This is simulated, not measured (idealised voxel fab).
This is a process module. Its name is voxel trench capacitor.
The cross-section on display is named cut; it measures 260 nm wide, and its cells are 5 nm squares.
Heads up, the way a cross-section reads in here is a grid of square cells, handed over as bands from the top down, with every band being one or more rows of cells.
Per band: top height and bottom height in nm, followed by the left-to-right materials and their widths in nm; "full width" marks a single material spanning edge to edge, "empty" marks empty space.
Where do heights start? At 0: under that level the wafer as delivered is made of one material only. And the lowest band has no floor; it just carries on downward, as in "top 0, no bottom".
The notation "30..40" denotes a width that varies across the rows of cells in the band, beginning at the first number in the top row, finishing at the second number in the bottom row, and changing by an identical amount from each row to the next.
Reading "no change occurred" for a step: not a cell of the cross-section changed in it.
The list in "Catalogued sealed voids" covers empty spaces of 8 cells or more that cannot reach the top through any open way, and it gives each as width x height at distance; the distance is from the left edge, and width, height and distance are in nm.
If you see something after the settings on a step's line, that's the simulator's own remark about that step.
You can add "overlay nm" to a step's line. For a step with a mask, it describes how far the mask lay to the right of its planned position, and a negative number describes a lay to the left.

Planned step list for the process
1: RECEIVE | material Si
2: CONFORMAL_DEP | material SiN | thk nm 10
3: PATTERN | tone open | mask id TRENCH | material resist | width nm 25 | pitch nm 45 | thk nm 15 | overlay nm 0
4: DIRECTIONAL_ETCH | etch materials SiN | depth nm 10
5: DIRECTIONAL_ETCH | etch materials Si | depth nm 40
6: STRIP | etch materials resist
7: CONFORMAL_DEP | material Al2O3 | thk nm 5
8: CONFORMAL_DEP | material TiN | thk nm 5
9: FILL_DEP | material W | thk nm 5
10: CMP | height nm 10

Incoming wafer, cross-sectional view, post step 1
  top 0, no bottom: Si full width
  Catalogued sealed voids: none

Post-module cross-section of the first of two wafers (run per plan)
  top 10, bottom 0: SiN 50 / Al2O3 5 / TiN 5 / W 5 / TiN 5 / Al2O3 5 / SiN 20 / Al2O3 5 / TiN 5 / W 5 / TiN 5 / Al2O3 5 / SiN 20 / Al2O3 5 / TiN 5 / W 5 / TiN 5 / Al2O3 5 / SiN 20 / Al2O3 5 / TiN 5 / W 5 / TiN 5 / Al2O3 5 / SiN 50
  top 0, bottom -30: Si 50 / Al2O3 5 / TiN 5 / W 5 / TiN 5 / Al2O3 5 / Si 20 / Al2O3 5 / TiN 5 / W 5 / TiN 5 / Al2O3 5 / Si 20 / Al2O3 5 / TiN 5 / W 5 / TiN 5 / Al2O3 5 / Si 20 / Al2O3 5 / TiN 5 / W 5 / TiN 5 / Al2O3 5 / Si 50
  top -30, bottom -35: Si 50 / Al2O3 5 / TiN 15 / Al2O3 5 / Si 20 / Al2O3 5 / TiN 15 / Al2O3 5 / Si 20 / Al2O3 5 / TiN 15 / Al2O3 5 / Si 20 / Al2O3 5 / TiN 15 / Al2O3 5 / Si 50
  top -35, bottom -40: Si 50 / Al2O3 25 / Si 20 / Al2O3 25 / Si 20 / Al2O3 25 / Si 20 / Al2O3 25 / Si 50
  top -40, no bottom: Si full width
  Catalogued sealed voids: none

Wafer two cross-section, module end. Start and plan unchanged from wafer one; one mistake made during the run
  top 10, bottom 0: SiN 45 / Al2O3 5 / TiN 5 / W 5 / TiN 5 / Al2O3 5 / SiN 20 / Al2O3 5 / TiN 5 / W 5 / TiN 5 / Al2O3 5 / SiN 20 / Al2O3 5 / TiN 5 / W 5 / TiN 5 / Al2O3 5 / SiN 20 / Al2O3 5 / TiN 5 / W 5 / TiN 5 / Al2O3 5 / SiN 55
  top 0, bottom -30: Si 45 / Al2O3 5 / TiN 5 / W 5 / TiN 5 / Al2O3 5 / Si 20 / Al2O3 5 / TiN 5 / W 5 / TiN 5 / Al2O3 5 / Si 20 / Al2O3 5 / TiN 5 / W 5 / TiN 5 / Al2O3 5 / Si 20 / Al2O3 5 / TiN 5 / W 5 / TiN 5 / Al2O3 5 / Si 55
  top -30, bottom -35: Si 45 / Al2O3 5 / TiN 15 / Al2O3 5 / Si 20 / Al2O3 5 / TiN 15 / Al2O3 5 / Si 20 / Al2O3 5 / TiN 15 / Al2O3 5 / Si 20 / Al2O3 5 / TiN 15 / Al2O3 5 / Si 55
  top -35, bottom -40: Si 45 / Al2O3 25 / Si 20 / Al2O3 25 / Si 20 / Al2O3 25 / Si 20 / Al2O3 25 / Si 55
  top -40, no bottom: Si full width
  Catalogued sealed voids: none
What broke from the plan during processing? note that step 3 departed from the planned setting and was carried out as PATTERN | tone open | mask id TRENCH | material resist | width nm 25 | pitch nm 45 | thk nm 15 | overlay nm -5
Heads up: at the end the two wafers have identical cell counts per material, they're just laid out differently.
